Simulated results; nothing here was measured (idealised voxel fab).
Module name: voxel capacitor over wiring (process module)
Square cell edge 5 nm, section width 150 nm, ID cut.
This document writes a cross-section as a grid whose cells are square, and gives it as bands, listed from the top down; one or more rows of cells form a band. The band entry comprises the height of the band's top followed by the height of its bottom, expressed in nm, and subsequently the band's materials from left to right, each stated together with its width in nm. Where a single material is marked with the word "full width", that material fills the band from edge to edge. The word "air" represents empty space. Height datum 0, below which the as-received substrate wafer is one material. Lowest band open at the bottom, running downward: "0 nm and below". A two-number width, for instance "30->40", indicates that the width is equal to the first number in the top row of the band and to the second number in the bottom row, and that it changes by a constant amount per row of cells. A step reported as "remained the same" is a step in which no cell of the cross-section changed. "Closed void register" lists enclosed empty spaces (at least 8 cells, no open path upward to the top), each as width x height at distance from the left edge, in nm. Whatever follows a step's settings on its line is a remark the simulator itself makes about that step. A step's line can hold "overlay nm"; with a mask on that step, the setting says how far right of the planned place the mask lay, while a negative setting says it lay to the left.
### Steps in the process plan
1 RECEIVE [material Si]
2 CONFORMAL_DEP [material SiO2] [thk nm 15]
3 CONFORMAL_DEP [material SiN] [thk nm 5]
4 DIRECTIONAL_DEP [material lowk] [thk nm 25]
5 PATTERN [tone open] [mask id METAL_1] [material resist] [width nm 25] [pitch nm 95] [thk nm 20] [overlay nm 0]
6 DIRECTIONAL_ETCH [etch materials lowk] [depth nm 25]
7 DIRECTIONAL_ETCH [etch materials SiN] [depth nm 5]
8 STRIP [etch materials resist]
9 CONFORMAL_DEP [material TiN] [thk nm 5]
10 FILL_DEP [material Cu] [thk nm 10]
11 CMP [height nm 45]
12 CONFORMAL_DEP [material SiCN] [thk nm 5]
13 DIRECTIONAL_DEP [material lowk] [thk nm 20]
14 DIRECTIONAL_DEP [material aC] [thk nm 15]
15 PATTERN [tone open] [mask id PLUG_1] [material resist] [width nm 15] [thk nm 35] [overlay nm 0]
16 DIRECTIONAL_ETCH [etch materials aC] [depth nm 15]
17 STRIP [etch materials resist]
18 DIRECTIONAL_ETCH [etch materials lowk] [depth nm 20]
19 DIRECTIONAL_ETCH [etch materials SiCN] [depth nm 5]
20 STRIP [etch materials aC]
21 CONFORMAL_DEP [material TiN] [thk nm 5]
22 FILL_DEP [material Ru] [thk nm 10]
23 CMP [height nm 70]
24 DIRECTIONAL_DEP [material TiN] [thk nm 5]
25 DIRECTIONAL_DEP [material Al2O3] [thk nm 5]
26 DIRECTIONAL_DEP [material TiN] [thk nm 10]
27 DIRECTIONAL_DEP [material aC] [thk nm 10]
28 PATTERN [tone cover] [mask id UPPER_PLATE] [material resist] [width nm 75] [thk nm 30] [overlay nm 0]
29 DIRECTIONAL_ETCH [etch materials aC] [depth nm 10]
30 STRIP [etch materials resist]
31 DIRECTIONAL_ETCH [etch materials TiN] [depth nm 10]
32 DIRECTIONAL_ETCH [etch materials Al2O3] [depth nm 5]
33 STRIP [etch materials aC]
34 MASKED_ETCH [tone cover] [mask id LOWER_PLATE] [width nm 85] [etch materials TiN] [depth nm 5] [overlay nm 0]
35 FILL_DEP [material SiO2] [thk nm 20]
36 CMP [height nm 105]
37 DIRECTIONAL_DEP [material aC] [thk nm 15]
38 PATTERN [tone open] [mask id PLUG_2] [material resist] [width nm 15] [thk nm 30] [overlay nm 0]
39 DIRECTIONAL_ETCH [etch materials aC] [depth nm 15]
40 STRIP [etch materials resist]
41 DIRECTIONAL_ETCH [etch materials SiO2] [depth nm 15]
42 STRIP [etch materials aC]
43 CONFORMAL_DEP [material TiN] [thk nm 5]
44 FILL_DEP [material Cu] [thk nm 10]
45 CMP [height nm 105]
46 CONFORMAL_DEP [material SiN] [thk nm 5]
### Step 1 complete: cross-section of the wafer as received
	0 nm and below: Si full width
	Closed void register: none
### Cross-section, first of two wafers, end of module, run as planned
	110 nm to 105 nm: SiN full width
	105 nm to 95 nm: 35 of SiO2 / 5 of TiN / 5 of Cu / 5 of TiN / 100 of SiO2
	95 nm to 90 nm: 35 of SiO2 / 15 of TiN / 100 of SiO2
	90 nm to 80 nm: 25 of SiO2 / 75 of TiN / 50 of SiO2
	80 nm to 75 nm: 25 of SiO2 / 75 of Al2O3 / 50 of SiO2
	75 nm to 70 nm: 20 of SiO2 / 85 of TiN / 45 of SiO2
	70 nm to 50 nm: 25 of lowk / 5 of TiN / 5 of Ru / 5 of TiN / 110 of lowk
	50 nm to 45 nm: 25 of SiCN / 15 of TiN / 110 of SiCN
	45 nm to 20 nm: 15 of lowk / 5 of TiN / 15 of Cu / 5 of TiN / 70 of lowk / 5 of TiN / 15 of Cu / 5 of TiN / 15 of lowk
	20 nm to 15 nm: 15 of SiN / 25 of TiN / 70 of SiN / 25 of TiN / 15 of SiN
	15 nm to 0 nm: SiO2 full width
	0 nm and below: Si full width
	Closed void register: none
### Wafer two, sectioned after the module: the first wafer's start, the first wafer's plan, and one mistake in how it was run
	110 nm to 105 nm: SiN full width
	105 nm to 95 nm: 35 of SiO2 / 5 of TiN / 5 of Cu / 5 of TiN / 100 of SiO2
	95 nm to 90 nm: 35 of SiO2 / 15 of TiN / 100 of SiO2
	90 nm to 80 nm: 25 of SiO2 / 75 of TiN / 50 of SiO2
	80 nm to 75 nm: 25 of SiO2 / 75 of Al2O3 / 50 of SiO2
	75 nm to 70 nm: 20 of SiO2 / 85 of TiN / 45 of SiO2
	70 nm to 50 nm: 25 of lowk / 5 of TiN / 5 of Ru / 5 of TiN / 110 of lowk
	50 nm to 45 nm: 25 of SiCN / 15 of TiN / 110 of SiCN
	45 nm to 20 nm: 20 of lowk / 5 of TiN / 10 of Cu / 5 of TiN / 75 of lowk / 5 of TiN / 10 of Cu / 5 of TiN / 15 of lowk
	20 nm to 15 nm: 20 of SiN / 20 of TiN / 75 of SiN / 20 of TiN / 15 of SiN
	15 nm to 0 nm: SiO2 full width
	0 nm and below: Si full width
	Closed void register: none
Processing error: note that step 5 departed from the planned setting and was carried out as PATTERN [tone open] [mask id METAL_1] [material resist] [width nm 20] [pitch nm 95] [thk nm 20] [overlay nm 0]
Wrapping up, a cell-based count of both wafers puts the second over or under the first for these materials: Cu: 10 fewer, SiN: 2 more, TiN: 2 fewer, lowk: 10 more
